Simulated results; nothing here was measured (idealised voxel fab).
Name of the process module below: voxel transistor to metal
Each square cell in cross-section cut measures 5 nm, and the section as a whole is 290 nm wide.
Format of a cross-section: grid, square cells. Given as bands. Order: top down. Band: one or more rows of cells. Basically the band line says how high the top is and how high the bottom is, in nm, and then what's in it from left to right, every material with its width in nm. Empty space shows up as "air", and if a single material carries "throughout" it runs the full band edge to edge. Convention: height 0 is the level below which the wafer, as received, is all one material. The lowest band does not terminate at the bottom but continues downward, represented as "0 nm and below". Graded width ("30..40"): value in top row of band = first number; value in bottom row = second number; row-to-row change constant. "no modification" for a step: no cell of the cross-section changed in that step. Heads up: "Completely enclosed voids" only lists the empty pockets with no open path to the top that are 8 cells or more, and it writes them as width x height at distance, distance from the left edge, in nm. Heads up: the bit after the settings on a step's line is the simulator's remark on that step. overlay nm: step with mask; distance mask lay right of planned place; negative value = left of planned place.

PLAN
1. RECEIVE | material Si
2. CONFORMAL_DEP | material SiO2 | thk nm 5
3. CONFORMAL_DEP | material SiN | thk nm 10
4. MASKED_ETCH | tone cover | mask id ACTIVE | width nm 115 | pitch nm 135 | etch materials SiN | depth nm 10 | overlay nm 0
5. MASKED_ETCH | tone cover | mask id ACTIVE | width nm 115 | pitch nm 135 | etch materials SiO2 | depth nm 5 | overlay nm 0
6. MASKED_ETCH | tone cover | mask id ACTIVE | width nm 115 | pitch nm 135 | etch materials Si | depth nm 30 | overlay nm 0
7. FILL_DEP | material SiO2 | thk nm 5
8. CMP | height nm 15
9. SELECTIVE_ETCH | etch materials SiO2 | depth nm 5
10. STRIP | etch materials SiN
11. SELECTIVE_ETCH | etch materials SiO2 | depth nm 5
12. OXIDIZE | depth nm 5
13. DIRECTIONAL_DEP | material polySi | thk nm 30
14. DIRECTIONAL_DEP | material SiCN | thk nm 10
15. PATTERN | tone cover | mask id GATE | material resist | width nm 35 | pitch nm 135 | thk nm 20 | overlay nm 0
16. DIRECTIONAL_ETCH | etch materials SiCN | depth nm 20
17. DIRECTIONAL_ETCH | etch materials polySi | depth nm 40
18. STRIP | etch materials resist
19. CONFORMAL_DEP | material SiO2 | thk nm 5
20. DIRECTIONAL_ETCH | etch materials SiO2 | depth nm 5
21. CONFORMAL_DEP | material SiN | thk nm 10
22. DIRECTIONAL_ETCH | etch materials SiN | depth nm 10
23. DIRECTIONAL_ETCH | etch materials SiO2 | depth nm 5
24. EPI | material SiGe | thk nm 5
25. FILL_DEP | material SiO2 | thk nm 10
26. CMP | height nm 30
27. STRIP | etch materials polySi
28. SELECTIVE_ETCH | etch materials SiO2 | depth nm 5
29. CONFORMAL_DEP | material HfO2 | thk nm 5
30. CONFORMAL_DEP | material TiN | thk nm 5
31. FILL_DEP | material W | thk nm 10
32. CMP | height nm 25
33. DIRECTIONAL_DEP | material SiO2 | thk nm 15
34. PATTERN | tone open | mask id CONTACT | material resist | width nm 15 | thk nm 15 | overlay nm 0
35. DIRECTIONAL_ETCH | etch materials SiO2 | depth nm 40
36. STRIP | etch materials resist
37. CONFORMAL_DEP | material TiN | thk nm 5
38. FILL_DEP | material Ru | thk nm 5
39. CMP | height nm 40
40. DIRECTIONAL_DEP | material TiN | thk nm 5
41. DIRECTIONAL_DEP | material Ru | thk nm 15
42. MASKED_ETCH | tone cover | mask id METAL_1 | width nm 15 | etch materials Ru | depth nm 15 | overlay nm 0
43. MASKED_ETCH | tone cover | mask id METAL_1 | width nm 15 | etch materials TiN | depth nm 5 | overlay nm 0
44. FILL_DEP | material lowk | thk nm 10
45. CMP | height nm 60
46. CONFORMAL_DEP | material SiN | thk nm 5

THIS IS THE CROSS-SECTION OF THE WAFER AS WE RECEIVED IT, I.E. AFTER STEP 1
- 0 nm and below = Si throughout
- Completely enclosed voids: none

THE FIRST OF TWO WAFERS, CROSS-SECTIONED AT THE END OF THE MODULE, WITH THE RUN PROCEEDING AS PLANNED
- 65 nm to 60 nm = SiN throughout
- 60 nm to 45 nm = lowk 25 nm | Ru 15 nm | lowk 75 nm | Ru 15 nm | lowk 30 nm | Ru 15 nm | lowk 75 nm | Ru 15 nm | lowk 25 nm
- 45 nm to 40 nm = lowk 25 nm | TiN 15 nm | lowk 75 nm | TiN 15 nm | lowk 30 nm | TiN 15 nm | lowk 75 nm | TiN 15 nm | lowk 25 nm
- 40 nm to 25 nm = SiO2 25 nm | TiN 5 nm | Ru 5 nm | TiN 5 nm | SiO2 75 nm | TiN 5 nm | Ru 5 nm | TiN 5 nm | SiO2 30 nm | TiN 5 nm | Ru 5 nm | TiN 5 nm | SiO2 75 nm | TiN 5 nm | Ru 5 nm | TiN 5 nm | SiO2 25 nm
- 25 nm to 10 nm = SiO2 25 nm | TiN 5 nm | Ru 5 nm | TiN 5 nm | SiO2 5 nm | SiN 10 nm | HfO2 5 nm | TiN 5 nm | W 25 nm | TiN 5 nm | HfO2 5 nm | SiN 10 nm | SiO2 5 nm | TiN 5 nm | Ru 5 nm | TiN 5 nm | SiO2 30 nm | TiN 5 nm | Ru 5 nm | TiN 5 nm | SiO2 5 nm | SiN 10 nm | HfO2 5 nm | TiN 5 nm | W 25 nm | TiN 5 nm | HfO2 5 nm | SiN 10 nm | SiO2 5 nm | TiN 5 nm | Ru 5 nm | TiN 5 nm | SiO2 25 nm
- 10 nm to 5 nm = SiO2 25 nm | TiN 15 nm | SiO2 5 nm | SiN 10 nm | HfO2 5 nm | TiN 5 nm | W 25 nm | TiN 5 nm | HfO2 5 nm | SiN 10 nm | SiO2 5 nm | TiN 15 nm | SiO2 30 nm | TiN 15 nm | SiO2 5 nm | SiN 10 nm | HfO2 5 nm | TiN 5 nm | W 25 nm | TiN 5 nm | HfO2 5 nm | SiN 10 nm | SiO2 5 nm | TiN 15 nm | SiO2 25 nm
- 5 nm to 0 nm = SiO2 20 nm | SiN 10 nm | TiN 10 nm | SiO2 5 nm | SiN 10 nm | HfO2 5 nm | TiN 35 nm | HfO2 5 nm | SiN 10 nm | SiO2 5 nm | TiN 10 nm | SiN 10 nm | SiO2 20 nm | SiN 10 nm | TiN 10 nm | SiO2 5 nm | SiN 10 nm | HfO2 5 nm | TiN 35 nm | HfO2 5 nm | SiN 10 nm | SiO2 5 nm | TiN 10 nm | SiN 10 nm | SiO2 20 nm
- 0 nm to -5 nm = SiO2 30 nm | SiGe 15 nm | SiO2 10 nm | HfO2 45 nm | SiO2 10 nm | SiGe 15 nm | SiO2 40 nm | SiGe 15 nm | SiO2 10 nm | HfO2 45 nm | SiO2 10 nm | SiGe 15 nm | SiO2 30 nm
- -5 nm to -30 nm = SiO2 20 nm | Si 115 nm | SiO2 20 nm | Si 115 nm | SiO2 20 nm
- -30 nm and below = Si throughout
- Completely enclosed voids: none

HERE IS THE SECOND OF THE TWO WAFERS CUT OPEN AT THE END OF THE MODULE - SAME START, SAME PLAN AS THE FIRST ONE, BUT WE MADE ONE MISTAKE RUNNING IT
- 65 nm to 60 nm = SiN throughout
- 60 nm to 45 nm = lowk 25 nm | Ru 15 nm | lowk 75 nm | Ru 15 nm | lowk 30 nm | Ru 15 nm | lowk 75 nm | Ru 15 nm | lowk 25 nm
- 45 nm to 40 nm = lowk 25 nm | TiN 15 nm | lowk 75 nm | TiN 15 nm | lowk 30 nm | TiN 15 nm | lowk 75 nm | TiN 15 nm | lowk 25 nm
- 40 nm to 25 nm = SiO2 25 nm | TiN 5 nm | Ru 5 nm | TiN 5 nm | SiO2 75 nm | TiN 5 nm | Ru 5 nm | TiN 5 nm | SiO2 30 nm | TiN 5 nm | Ru 5 nm | TiN 5 nm | SiO2 75 nm | TiN 5 nm | Ru 5 nm | TiN 5 nm | SiO2 25 nm
- 25 nm to 15 nm = SiO2 25 nm | TiN 5 nm | Ru 5 nm | TiN 5 nm | SiN 15 nm | HfO2 5 nm | TiN 5 nm | W 25 nm | TiN 5 nm | HfO2 5 nm | SiN 15 nm | TiN 5 nm | Ru 5 nm | TiN 5 nm | SiO2 30 nm | TiN 5 nm | Ru 5 nm | TiN 5 nm | SiN 15 nm | HfO2 5 nm | TiN 5 nm | W 25 nm | TiN 5 nm | HfO2 5 nm | SiN 15 nm | TiN 5 nm | Ru 5 nm | TiN 5 nm | SiO2 25 nm
- 15 nm to 10 nm = SiO2 25 nm | TiN 15 nm | SiN 15 nm | HfO2 5 nm | TiN 5 nm | W 25 nm | TiN 5 nm | HfO2 5 nm | SiN 15 nm | TiN 15 nm | SiO2 30 nm | TiN 15 nm | SiN 15 nm | HfO2 5 nm | TiN 5 nm | W 25 nm | TiN 5 nm | HfO2 5 nm | SiN 15 nm | TiN 15 nm | SiO2 25 nm
- 10 nm to 5 nm = SiN 35 nm | TiN 5 nm | SiN 15 nm | HfO2 5 nm | TiN 5 nm | W 25 nm | TiN 5 nm | HfO2 5 nm | SiN 15 nm | TiN 5 nm | SiN 50 nm | TiN 5 nm | SiN 15 nm | HfO2 5 nm | TiN 5 nm | W 25 nm | TiN 5 nm | HfO2 5 nm | SiN 15 nm | TiN 5 nm | SiN 35 nm
- 5 nm to 0 nm = SiO2 20 nm | SiN 35 nm | HfO2 5 nm | TiN 35 nm | HfO2 5 nm | SiN 35 nm | SiO2 20 nm | SiN 35 nm | HfO2 5 nm | TiN 35 nm | HfO2 5 nm | SiN 35 nm | SiO2 20 nm
- 0 nm to -5 nm = SiO2 55 nm | HfO2 45 nm | SiO2 90 nm | HfO2 45 nm | SiO2 55 nm
- -5 nm to -30 nm = SiO2 20 nm | Si 115 nm | SiO2 20 nm | Si 115 nm | SiO2 20 nm
- -30 nm and below = Si throughout
- Completely enclosed voids: none
It is concluded that the wafer was processed incorrectly with respect to the plan, in that planned and actual differ for step 21; actual: CONFORMAL_DEP | material SiN | thk nm 15
Final cells, second wafer relative to first, materials higher or lower: Ru: 4 fewer | SiGe: 12 fewer | SiN: 52 more | SiO2: 24 fewer | TiN: 12 fewer
